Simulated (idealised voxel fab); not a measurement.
process module | voxel double patterning
cross-section cut | 150 nm wide | cells 5 nm
A cross-section is a grid of square cells, given in bands from the top down. A band is one or more rows of cells.
Each band's line starts with the height of the band's top and of its bottom, in nm. Then come its materials from left to right, each with its width in nm. One material with "throughout" fills the band from edge to edge. "air" is empty space.
Height 0 is the level under which the wafer as received is all one material. The lowest band goes on downwards, as in "0 down".
A width such as "30 to 40" changes by the same amount from each row of cells to the next, from the band's top row to its bottom row.
"no change" after a step means that no cell of the cross-section changed.
closed voids: empty space of 8 cells or more with no open way to the top, each as width x height at its distance from the left edge, in nm
after a step's settings: what the simulator itself notes on the step
overlay nm, on a step with a mask: how far to the right of its planned place the mask lay; to the left if negative
plan
1 op RECEIVE | material Si
2 op CONFORMAL_DEP | material SiN | thk nm 5
3 op DIRECTIONAL_DEP | material SiO2 | thk nm 20
4 op DIRECTIONAL_DEP | material SiCN | thk nm 5
5 op DIRECTIONAL_DEP | material aC | thk nm 10
6 op PATTERN | tone open | mask id FIRST | material resist | width nm 15 | pitch nm 50 | thk nm 25 | overlay nm 0
7 op DIRECTIONAL_ETCH | etch materials aC | depth nm 10
8 op STRIP | etch materials resist
9 op DIRECTIONAL_ETCH | etch materials SiCN | depth nm 5
10 op STRIP | etch materials aC
11 op PATTERN | tone open | mask id SECOND | material resist | width nm 15 | pitch nm 50 | thk nm 15 | overlay nm 0
12 op DIRECTIONAL_ETCH | etch materials SiCN | depth nm 5
13 op STRIP | etch materials resist
14 op DIRECTIONAL_ETCH | etch materials SiO2 | depth nm 20
15 op STRIP | etch materials SiCN
as received, after step 1
  0 down: Si throughout
  closed voids: none
first wafer at the end, as planned
  25 to 5: SiO2 15 | air 15 | SiO2 10 | air 15 | SiO2 10 | air 15 | SiO2 10 | air 15 | SiO2 10 | air 15 | SiO2 20
  5 to 0: SiN throughout
  0 down: Si throughout
  closed voids: none
second wafer at the end: like start, like plan, one mistake
  25 to 5: air 40 | SiO2 15 | air 35 | SiO2 15 | air 45
  5 to 0: SiN throughout
  0 down: Si throughout
  closed voids: none
what went wrong: step 11 ran as: op PATTERN | tone cover | mask id SECOND | material resist | width nm 15 | pitch nm 50 | thk nm 15 | overlay nm 0
at the end the second wafer has, in cells: 36 fewer of SiO2
